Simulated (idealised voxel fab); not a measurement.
Presented below is a process module, voxel self aligned contacts.
The cross-section shown here is cut; it is 185 nm wide and divided into square cells measuring 5 nm on a side.
Bands, listed from the top down, are how a cross-section gets written in this document; the cross-section itself is a grid of square cells, and a band is one or more rows of them.
A band entry consists of two parts. The first gives the height of the band's top and the height of its bottom, in nm. The rest lists the band's materials from left to right, each with its width in nm. A single material labelled with the word "everywhere" fills the band from edge to edge, and the word "empty" marks empty space.
Heights from 0 (as-received wafer is one material below). Bottom band endless downward, as "z 0 and below".
The two numbers in a width such as "30->40" mark its ends across the band: the first belongs to the top row of cells, the second to the bottom row, and from each row to the next the width moves by the same amount.
When a step is marked "nothing different", none of the cells in the cross-section changed during that step.
Closed-off voids of 8+ cells (no open route to the top) go in "Voids, fully enclosed", written width x height at distance from the left edge, in nm.
Formally, on a step line, whatever follows the settings is a remark that the simulator itself makes on the step.
overlay nm, on a step with a mask: how far to the right of its planned place the mask lay; to the left if negative
[Steps planned for the process]
1 RECEIVE: material Si
2 CONFORMAL_DEP: material SiO2, thk nm 5
3 DIRECTIONAL_DEP: material polySi, thk nm 30
4 DIRECTIONAL_DEP: material SiN, thk nm 20
5 PATTERN: tone cover, mask id GATE, material resist, width nm 25, pitch nm 60, thk nm 20, overlay nm 0
6 DIRECTIONAL_ETCH: etch materials SiN, depth nm 20
7 DIRECTIONAL_ETCH: etch materials polySi, depth nm 30
8 STRIP: etch materials resist
9 CONFORMAL_DEP: material SiN, thk nm 10
10 DIRECTIONAL_ETCH: etch materials SiN, depth nm 10
11 FILL_DEP: material SiO2, thk nm 20
12 CMP: height nm 65
13 PATTERN: tone open, mask id CONTACT, material resist, width nm 45, thk nm 15, overlay nm 0
14 DIRECTIONAL_ETCH: etch materials SiO2, depth nm 65
15 STRIP: etch materials resist
16 CONFORMAL_DEP: material TiN, thk nm 5
17 FILL_DEP: material W, thk nm 5
18 CMP: height nm 65
19 CONFORMAL_DEP: material SiCN, thk nm 5
[First wafer, two in total, run as planned]
[Cross-sectional view of the wafer in its as-received condition, corresponding to the state after step 1]
  z 0 and below: Si everywhere
  Voids, fully enclosed: none
[After step 2, in cross-section]
  z 5 to 0: SiO2 everywhere
  Below 0, no change.
[After step 3, in cross-section]
  z 35 to 5: polySi everywhere
  Below 5, no change.
[After step 4, in cross-section]
  z 55 to 35: SiN everywhere
  Below 35, no change.
[After step 5, in cross-section]
  z 75 to 55: empty=50, then resist=25, then empty=35, then resist=25, then empty=50
  Below 55, no change.
[After step 6, in cross-section]
  z 75 to 55: empty=50, then resist=25, then empty=35, then resist=25, then empty=50
  z 55 to 35: empty=50, then SiN=25, then empty=35, then SiN=25, then empty=50
  Below 35, no change.
[After step 7, in cross-section]
  z 75 to 55: empty=50, then resist=25, then empty=35, then resist=25, then empty=50
  z 55 to 35: empty=50, then SiN=25, then empty=35, then SiN=25, then empty=50
  z 35 to 5: empty=50, then polySi=25, then empty=35, then polySi=25, then empty=50
  Below 5, no change.
[After step 8, in cross-section]
  z 55 to 35: empty=50, then SiN=25, then empty=35, then SiN=25, then empty=50
  Below 35, no change.
[After step 9, in cross-section]
  z 65 to 35: empty=40, then SiN=45, then empty=15, then SiN=45, then empty=40
  z 35 to 15: empty=40, then SiN=10, then polySi=25, then SiN=10, then empty=15, then SiN=10, then polySi=25, then SiN=10, then empty=40
  z 15 to 5: SiN=50, then polySi=25, then SiN=35, then polySi=25, then SiN=50
  Below 5, no change.
[After step 10, in cross-section]
  z 55 to 35: empty=40, then SiN=45, then empty=15, then SiN=45, then empty=40
  z 35 to 5: empty=40, then SiN=10, then polySi=25, then SiN=10, then empty=15, then SiN=10, then polySi=25, then SiN=10, then empty=40
  Below 5, no change.
[After step 11, in cross-section]
  z 75 to 55: SiO2 everywhere
  z 55 to 35: SiO2=40, then SiN=45, then SiO2=15, then SiN=45, then SiO2=40
  z 35 to 5: SiO2=40, then SiN=10, then polySi=25, then SiN=10, then SiO2=15, then SiN=10, then polySi=25, then SiN=10, then SiO2=40
  Below 5, no change.
[After step 12, in cross-section]
  z 65 to 55: SiO2 everywhere
  Below 55, no change.
[After step 13, in cross-section]
  z 80 to 65: resist=70, then empty=45, then resist=70
  Below 65, no change.
[After step 14, in cross-section]
  z 80 to 65: resist=70, then empty=45, then resist=70
  z 65 to 55: SiO2=70, then empty=45, then SiO2=70
  z 55 to 35: SiO2=40, then SiN=45, then empty=15, then SiN=45, then SiO2=40
  z 35 to 5: SiO2=40, then SiN=10, then polySi=25, then SiN=10, then empty=15, then SiN=10, then polySi=25, then SiN=10, then SiO2=40
  z 5 to 0: SiO2=85, then empty=15, then SiO2=85
  Below 0, no change.
[After step 15, in cross-section]
  z 65 to 55: SiO2=70, then empty=45, then SiO2=70
  Below 55, no change.
[After step 16, in cross-section]
  z 70 to 65: TiN=75, then empty=35, then TiN=75
  z 65 to 55: SiO2=70, then TiN=5->20, then empty=35->5, then TiN=5->20, then SiO2=70
  z 55 to 35: SiO2=40, then SiN=45, then TiN=5, then empty=5, then TiN=5, then SiN=45, then SiO2=40
  z 35 to 5: SiO2=40, then SiN=10, then polySi=25, then SiN=10, then TiN=5, then empty=5, then TiN=5, then SiN=10, then polySi=25, then SiN=10, then SiO2=40
  z 5 to 0: SiO2=85, then TiN=15, then SiO2=85
  Below 0, no change.
[After step 17, in cross-section]
  z 75 to 70: W everywhere
  z 70 to 65: TiN=75, then W=35, then TiN=75
  z 65 to 55: SiO2=70, then TiN=5->20, then W=35->5, then TiN=5->20, then SiO2=70
  z 55 to 35: SiO2=40, then SiN=45, then TiN=5, then W=5, then TiN=5, then SiN=45, then SiO2=40
  z 35 to 5: SiO2=40, then SiN=10, then polySi=25, then SiN=10, then TiN=5, then W=5, then TiN=5, then SiN=10, then polySi=25, then SiN=10, then SiO2=40
  Below 5, no change.
[After step 18, in cross-section]
  z 65 to 55: SiO2=70, then TiN=5->20, then W=35->5, then TiN=5->20, then SiO2=70
  Below 55, no change.
[After step 19, in cross-section]
  z 70 to 65: SiCN everywhere
  Below 65, no change.
[Wafer two. Same start, same plan, one slip in execution. Same as wafer one through step 18, inclusive]
[Second wafer profile in section, at the moment step 19 of the plan was meant to be complete]
  z 70 to 65: polySi everywhere
  Below 65, no change.
Heads up, the wafer didn't run the way we planned it: step 19 was run on a setting that differed from the plan, and what really ran there is CONFORMAL_DEP: material polySi, thk nm 5
Final cells, second wafer relative to first, materials higher or lower: -37 SiCN, +37 polySi
